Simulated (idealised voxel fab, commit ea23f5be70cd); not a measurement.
The process module presented herein is designated voxel wiring stack.
For reference, the cross-section in this document is cut, with width 270 nm and square cells of 5 nm.
In this document a cross-section is written as a grid of square cells. It is given as a series of bands, listed from the top down, and a band is one or more rows of cells.
Within each band entry, the heights of the top and of the bottom of the band appear first, in that order and in nm; the materials of the band then follow from left to right, each with its corresponding width in nm. The designation "edge to edge" on a single material indicates that it fills the band from edge to edge; the designation "air" indicates empty space.
We count height from 0. Below that, the starting wafer is all one material. The lowest band never ends at the bottom but goes on down; see "0 nm and below" for how that is written.
Quick explanation for "30->40": the width changes in equal steps down the rows of cells, from the first number in the band's top row to the second number in its bottom row.
"nothing altered" for a step: no cell of the cross-section changed in that step.
"Internal closed voids" enumerates empty spaces isolated from the top, with no open way to it, that contain at least 8 cells, giving each as width x height at distance from the left edge, all three in nm.
On a step's line, text after the settings is the simulator commenting on that step.
overlay nm: mask offset rightward from planned place, masked step; negative means leftward offset.

## So here's the lineup of process steps we planned
1 RECEIVE [material Si]
2 CONFORMAL_DEP [material SiO2] [thk nm 15]
3 DIRECTIONAL_DEP [material TiN] [thk nm 5]
4 DIRECTIONAL_DEP [material W] [thk nm 15]
5 MASKED_ETCH [tone cover] [mask id METAL_1] [width nm 25] [pitch nm 50] [etch materials W] [depth nm 15] [overlay nm 0]
6 MASKED_ETCH [tone cover] [mask id METAL_1] [width nm 25] [pitch nm 50] [etch materials TiN] [depth nm 5] [overlay nm 0]
7 FILL_DEP [material SiO2] [thk nm 10]
8 CMP [height nm 35]
9 CONFORMAL_DEP [material SiCN] [thk nm 5]
10 DIRECTIONAL_DEP [material SiO2] [thk nm 35]
11 DIRECTIONAL_DEP [material aC] [thk nm 15]
12 PATTERN [tone open] [mask id METAL_2_HOLES] [material resist] [width nm 15] [thk nm 30] [overlay nm 0]
13 DIRECTIONAL_ETCH [etch materials aC] [depth nm 15]
14 STRIP [etch materials resist]
15 DIRECTIONAL_ETCH [etch materials SiO2] [depth nm 35]
16 STRIP [etch materials aC]
17 MASKED_ETCH [tone open] [mask id METAL_2] [width nm 25] [pitch nm 50] [etch materials SiO2] [depth nm 20] [overlay nm 0]
18 MASKED_ETCH [tone open] [mask id METAL_2] [width nm 25] [pitch nm 50] [etch materials SiCN] [depth nm 5] [overlay nm 0]
19 CONFORMAL_DEP [material TiN] [thk nm 5]
20 FILL_DEP [material Cu] [thk nm 5]
21 CMP [height nm 75]
22 CONFORMAL_DEP [material SiCN] [thk nm 5]
23 DIRECTIONAL_DEP [material SiO2] [thk nm 35]
24 MASKED_ETCH [tone open] [mask id METAL_3_HOLES] [width nm 15] [etch materials SiO2] [depth nm 35] [overlay nm 0]
25 PATTERN [tone open] [mask id METAL_3] [material resist] [width nm 25] [pitch nm 50] [thk nm 15] [overlay nm 0]
26 DIRECTIONAL_ETCH [etch materials SiO2] [depth nm 20]
27 DIRECTIONAL_ETCH [etch materials SiCN] [depth nm 5]
28 STRIP [etch materials resist]
29 CONFORMAL_DEP [material TiN] [thk nm 5]
30 FILL_DEP [material Ru] [thk nm 10]
31 CMP [height nm 115]
32 CONFORMAL_DEP [material SiCN] [thk nm 5]

## The following pertains to the first of two wafers, which was processed as planned

## Cross-section of the wafer as it came to us, i.e., already through step 1
0 nm and below: Si edge to edge
Internal closed voids: none

## You're looking at a cross-section of the wafer after step 2
15 nm to 0 nm: SiO2 edge to edge
Below 0 it's all the same as before, nothing changed down there.

## You're looking at a cross-section of the wafer after step 3
20 nm to 15 nm: TiN edge to edge
Below 15 it's all the same as before, nothing changed down there.

## You're looking at a cross-section of the wafer after step 4
35 nm to 20 nm: W edge to edge
Below 20 it's all the same as before, nothing changed down there.

## You're looking at a cross-section of the wafer after step 5
35 nm to 20 nm: 95 nm air  25 nm W  25 nm air  25 nm W  100 nm air
Below 20 it's all the same as before, nothing changed down there.

## You're looking at a cross-section of the wafer after step 6
35 nm to 20 nm: 95 nm air  25 nm W  25 nm air  25 nm W  100 nm air
20 nm to 15 nm: 95 nm air  25 nm TiN  25 nm air  25 nm TiN  100 nm air
Below 15 it's all the same as before, nothing changed down there.

## You're looking at a cross-section of the wafer after step 7
45 nm to 35 nm: SiO2 edge to edge
35 nm to 20 nm: 95 nm SiO2  25 nm W  25 nm SiO2  25 nm W  100 nm SiO2
20 nm to 15 nm: 95 nm SiO2  25 nm TiN  25 nm SiO2  25 nm TiN  100 nm SiO2
Below 15 it's all the same as before, nothing changed down there.

## You're looking at a cross-section of the wafer after step 8
35 nm to 20 nm: 95 nm SiO2  25 nm W  25 nm SiO2  25 nm W  100 nm SiO2
Below 20 it's all the same as before, nothing changed down there.

## You're looking at a cross-section of the wafer after step 9
40 nm to 35 nm: SiCN edge to edge
Below 35 it's all the same as before, nothing changed down there.

## You're looking at a cross-section of the wafer after step 10
75 nm to 40 nm: SiO2 edge to edge
Below 40 it's all the same as before, nothing changed down there.

## You're looking at a cross-section of the wafer after step 11
90 nm to 75 nm: aC edge to edge
Below 75 it's all the same as before, nothing changed down there.

## You're looking at a cross-section of the wafer after step 12
120 nm to 90 nm: 95 nm resist  15 nm air  160 nm resist
Below 90 it's all the same as before, nothing changed down there.

## You're looking at a cross-section of the wafer after step 13
105 nm to 90 nm: 95 nm resist  15 nm air  160 nm resist
90 nm to 75 nm: 95 nm aC  15 nm air  160 nm aC
Below 75 it's all the same as before, nothing changed down there.

## You're looking at a cross-section of the wafer after step 14
90 nm to 75 nm: 95 nm aC  15 nm air  160 nm aC
Below 75 it's all the same as before, nothing changed down there.

## You're looking at a cross-section of the wafer after step 15
90 nm to 75 nm: 95 nm aC  15 nm air  160 nm aC
75 nm to 40 nm: 95 nm SiO2  15 nm air  160 nm SiO2
Below 40 it's all the same as before, nothing changed down there.

## You're looking at a cross-section of the wafer after step 16
75 nm to 40 nm: 95 nm SiO2  15 nm air  160 nm SiO2
Below 40 it's all the same as before, nothing changed down there.

## You're looking at a cross-section of the wafer after step 17
75 nm to 55 nm: 95 nm SiO2  25 nm air  25 nm SiO2  25 nm air  100 nm SiO2
Below 55 it's all the same as before, nothing changed down there.

## You're looking at a cross-section of the wafer after step 18
75 nm to 55 nm: 95 nm SiO2  25 nm air  25 nm SiO2  25 nm air  100 nm SiO2
55 nm to 40 nm: 95 nm SiO2  15 nm air  160 nm SiO2
40 nm to 35 nm: 95 nm SiCN  15 nm air  160 nm SiCN
Below 35 it's all the same as before, nothing changed down there.

## You're looking at a cross-section of the wafer after step 19
80 nm to 75 nm: 100 nm TiN  15 nm air  35 nm TiN  15 nm air  105 nm TiN
75 nm to 60 nm: 95 nm SiO2  5 nm TiN  15 nm air  5 nm TiN  25 nm SiO2  5 nm TiN  15 nm air  5 nm TiN  100 nm SiO2
60 nm to 55 nm: 95 nm SiO2  5 nm TiN  5 nm air  15 nm TiN  25 nm SiO2  25 nm TiN  100 nm SiO2
55 nm to 40 nm: 95 nm SiO2  5 nm TiN  5 nm air  5 nm TiN  160 nm SiO2
40 nm to 35 nm: 95 nm SiCN  15 nm TiN  160 nm SiCN
Below 35 it's all the same as before, nothing changed down there.

## You're looking at a cross-section of the wafer after step 20
85 nm to 80 nm: Cu edge to edge
80 nm to 75 nm: 100 nm TiN  15 nm Cu  35 nm TiN  15 nm Cu  105 nm TiN
75 nm to 60 nm: 95 nm SiO2  5 nm TiN  15 nm Cu  5 nm TiN  25 nm SiO2  5 nm TiN  15 nm Cu  5 nm TiN  100 nm SiO2
60 nm to 55 nm: 95 nm SiO2  5 nm TiN  5 nm Cu  15 nm TiN  25 nm SiO2  25 nm TiN  100 nm SiO2
55 nm to 40 nm: 95 nm SiO2  5 nm TiN  5 nm Cu  5 nm TiN  160 nm SiO2
Below 40 it's all the same as before, nothing changed down there.

## You're looking at a cross-section of the wafer after step 21
75 nm to 60 nm: 95 nm SiO2  5 nm TiN  15 nm Cu  5 nm TiN  25 nm SiO2  5 nm TiN  15 nm Cu  5 nm TiN  100 nm SiO2
Below 60 it's all the same as before, nothing changed down there.

## You're looking at a cross-section of the wafer after step 22
80 nm to 75 nm: SiCN edge to edge
Below 75 it's all the same as before, nothing changed down there.

## You're looking at a cross-section of the wafer after step 23
115 nm to 80 nm: SiO2 edge to edge
Below 80 it's all the same as before, nothing changed down there.

## You're looking at a cross-section of the wafer after step 24
115 nm to 80 nm: 95 nm SiO2  15 nm air  160 nm SiO2
Below 80 it's all the same as before, nothing changed down there.

## You're looking at a cross-section of the wafer after step 25
130 nm to 115 nm: 95 nm resist  25 nm air  25 nm resist  25 nm air  100 nm resist
Below 115 it's all the same as before, nothing changed down there.

## You're looking at a cross-section of the wafer after step 26
130 nm to 115 nm: 95 nm resist  25 nm air  25 nm resist  25 nm air  100 nm resist
115 nm to 95 nm: 95 nm SiO2  25 nm air  25 nm SiO2  25 nm air  100 nm SiO2
Below 95 it's all the same as before, nothing changed down there.

## You're looking at a cross-section of the wafer after step 27
130 nm to 115 nm: 95 nm resist  25 nm air  25 nm resist  25 nm air  100 nm resist
115 nm to 95 nm: 95 nm SiO2  25 nm air  25 nm SiO2  25 nm air  100 nm SiO2
95 nm to 80 nm: 95 nm SiO2  15 nm air  160 nm SiO2
80 nm to 75 nm: 95 nm SiCN  15 nm air  160 nm SiCN
Below 75 it's all the same as before, nothing changed down there.

## You're looking at a cross-section of the wafer after step 28
115 nm to 95 nm: 95 nm SiO2  25 nm air  25 nm SiO2  25 nm air  100 nm SiO2
Below 95 it's all the same as before, nothing changed down there.

## You're looking at a cross-section of the wafer after step 29
120 nm to 115 nm: 100 nm TiN  15 nm air  35 nm TiN  15 nm air  105 nm TiN
115 nm to 100 nm: 95 nm SiO2  5 nm TiN  15 nm air  5 nm TiN  25 nm SiO2  5 nm TiN  15 nm air  5 nm TiN  100 nm SiO2
100 nm to 95 nm: 95 nm SiO2  5 nm TiN  5 nm air  15 nm TiN  25 nm SiO2  25 nm TiN  100 nm SiO2
95 nm to 80 nm: 95 nm SiO2  5 nm TiN  5 nm air  5 nm TiN  160 nm SiO2
80 nm to 75 nm: 95 nm SiCN  15 nm TiN  160 nm SiCN
Below 75 it's all the same as before, nothing changed down there.

## You're looking at a cross-section of the wafer after step 30
130 nm to 120 nm: Ru edge to edge
120 nm to 115 nm: 100 nm TiN  15 nm Ru  35 nm TiN  15 nm Ru  105 nm TiN
115 nm to 100 nm: 95 nm SiO2  5 nm TiN  15 nm Ru  5 nm TiN  25 nm SiO2  5 nm TiN  15 nm Ru  5 nm TiN  100 nm SiO2
100 nm to 95 nm: 95 nm SiO2  5 nm TiN  5 nm Ru  15 nm TiN  25 nm SiO2  25 nm TiN  100 nm SiO2
95 nm to 80 nm: 95 nm SiO2  5 nm TiN  5 nm Ru  5 nm TiN  160 nm SiO2
Below 80 it's all the same as before, nothing changed down there.

## You're looking at a cross-section of the wafer after step 31
115 nm to 100 nm: 95 nm SiO2  5 nm TiN  15 nm Ru  5 nm TiN  25 nm SiO2  5 nm TiN  15 nm Ru  5 nm TiN  100 nm SiO2
Below 100 it's all the same as before, nothing changed down there.

## You're looking at a cross-section of the wafer after step 32
120 nm to 115 nm: SiCN edge to edge
Below 115 it's all the same as before, nothing changed down there.

## Here the second wafer is described. Its start and its plan were those of the first wafer. Its run contained one mistake. Up to and including step 9, it did exactly what the first wafer did

## Cross-section: second wafer, time at which step 10 was scheduled to end
75 nm to 40 nm: TiN edge to edge
Below 40 it's all the same as before, nothing changed down there.

## Cross-section: second wafer, time at which step 11 was scheduled to end
90 nm to 75 nm: aC edge to edge
Below 75 it's all the same as before, nothing changed down there.

## Cross-section: second wafer, time at which step 12 was scheduled to end
120 nm to 90 nm: 95 nm resist  15 nm air  160 nm resist
Below 90 it's all the same as before, nothing changed down there.

## Cross-section: second wafer, time at which step 13 was scheduled to end
105 nm to 90 nm: 95 nm resist  15 nm air  160 nm resist
90 nm to 75 nm: 95 nm aC  15 nm air  160 nm aC
Below 75 it's all the same as before, nothing changed down there.

## Cross-section: second wafer, time at which step 14 was scheduled to end
90 nm to 75 nm: 95 nm aC  15 nm air  160 nm aC
Below 75 it's all the same as before, nothing changed down there.

Cross-section: second wafer, time at which step 15 was scheduled to end: nothing altered

## Cross-section: second wafer, time at which step 16 was scheduled to end
75 nm to 40 nm: TiN edge to edge
Below 40 it's all the same as before, nothing changed down there.

Cross-section: second wafer, time at which step 17 was scheduled to end: nothing altered

Cross-section: second wafer, time at which step 18 was scheduled to end: nothing altered

## Cross-section: second wafer, time at which step 19 was scheduled to end
80 nm to 40 nm: TiN edge to edge
Below 40 it's all the same as before, nothing changed down there.

## Cross-section: second wafer, time at which step 20 was scheduled to end
85 nm to 80 nm: Cu edge to edge
Below 80 it's all the same as before, nothing changed down there.

## Cross-section: second wafer, time at which step 21 was scheduled to end
75 nm to 40 nm: TiN edge to edge
Below 40 it's all the same as before, nothing changed down there.

## Cross-section: second wafer, time at which step 22 was scheduled to end
80 nm to 75 nm: SiCN edge to edge
Below 75 it's all the same as before, nothing changed down there.

## Cross-section: second wafer, time at which step 23 was scheduled to end
115 nm to 80 nm: SiO2 edge to edge
Below 80 it's all the same as before, nothing changed down there.

## Cross-section: second wafer, time at which step 24 was scheduled to end
115 nm to 80 nm: 95 nm SiO2  15 nm air  160 nm SiO2
Below 80 it's all the same as before, nothing changed down there.

## Cross-section: second wafer, time at which step 25 was scheduled to end
130 nm to 115 nm: 95 nm resist  25 nm air  25 nm resist  25 nm air  100 nm resist
Below 115 it's all the same as before, nothing changed down there.

## Cross-section: second wafer, time at which step 26 was scheduled to end
130 nm to 115 nm: 95 nm resist  25 nm air  25 nm resist  25 nm air  100 nm resist
115 nm to 95 nm: 95 nm SiO2  25 nm air  25 nm SiO2  25 nm air  100 nm SiO2
Below 95 it's all the same as before, nothing changed down there.

## Cross-section: second wafer, time at which step 27 was scheduled to end
130 nm to 115 nm: 95 nm resist  25 nm air  25 nm resist  25 nm air  100 nm resist
115 nm to 95 nm: 95 nm SiO2  25 nm air  25 nm SiO2  25 nm air  100 nm SiO2
95 nm to 80 nm: 95 nm SiO2  15 nm air  160 nm SiO2
80 nm to 75 nm: 95 nm SiCN  15 nm air  160 nm SiCN
Below 75 it's all the same as before, nothing changed down there.

## Cross-section: second wafer, time at which step 28 was scheduled to end
115 nm to 95 nm: 95 nm SiO2  25 nm air  25 nm SiO2  25 nm air  100 nm SiO2
Below 95 it's all the same as before, nothing changed down there.

## Cross-section: second wafer, time at which step 29 was scheduled to end
120 nm to 115 nm: 100 nm TiN  15 nm air  35 nm TiN  15 nm air  105 nm TiN
115 nm to 100 nm: 95 nm SiO2  5 nm TiN  15 nm air  5 nm TiN  25 nm SiO2  5 nm TiN  15 nm air  5 nm TiN  100 nm SiO2
100 nm to 95 nm: 95 nm SiO2  5 nm TiN  5 nm air  15 nm TiN  25 nm SiO2  25 nm TiN  100 nm SiO2
95 nm to 80 nm: 95 nm SiO2  5 nm TiN  5 nm air  5 nm TiN  160 nm SiO2
80 nm to 75 nm: 95 nm SiCN  15 nm TiN  160 nm SiCN
Below 75 it's all the same as before, nothing changed down there.

## Cross-section: second wafer, time at which step 30 was scheduled to end
130 nm to 120 nm: Ru edge to edge
120 nm to 115 nm: 100 nm TiN  15 nm Ru  35 nm TiN  15 nm Ru  105 nm TiN
115 nm to 100 nm: 95 nm SiO2  5 nm TiN  15 nm Ru  5 nm TiN  25 nm SiO2  5 nm TiN  15 nm Ru  5 nm TiN  100 nm SiO2
100 nm to 95 nm: 95 nm SiO2  5 nm TiN  5 nm Ru  15 nm TiN  25 nm SiO2  25 nm TiN  100 nm SiO2
95 nm to 80 nm: 95 nm SiO2  5 nm TiN  5 nm Ru  5 nm TiN  160 nm SiO2
Below 80 it's all the same as before, nothing changed down there.

## Cross-section: second wafer, time at which step 31 was scheduled to end
115 nm to 100 nm: 95 nm SiO2  5 nm TiN  15 nm Ru  5 nm TiN  25 nm SiO2  5 nm TiN  15 nm Ru  5 nm TiN  100 nm SiO2
Below 100 it's all the same as before, nothing changed down there.

## Cross-section: second wafer, time at which step 32 was scheduled to end
120 nm to 115 nm: SiCN edge to edge
Below 115 it's all the same as before, nothing changed down there.
Run error: so step 10 ended up running with a different setting than we planned, it ran as DIRECTIONAL_DEP [material TiN] [thk nm 35]
Count the cells at the end and the second wafer has more or fewer of some materials than the first: -22 Cu, +3 SiCN, -329 SiO2, +348 TiN
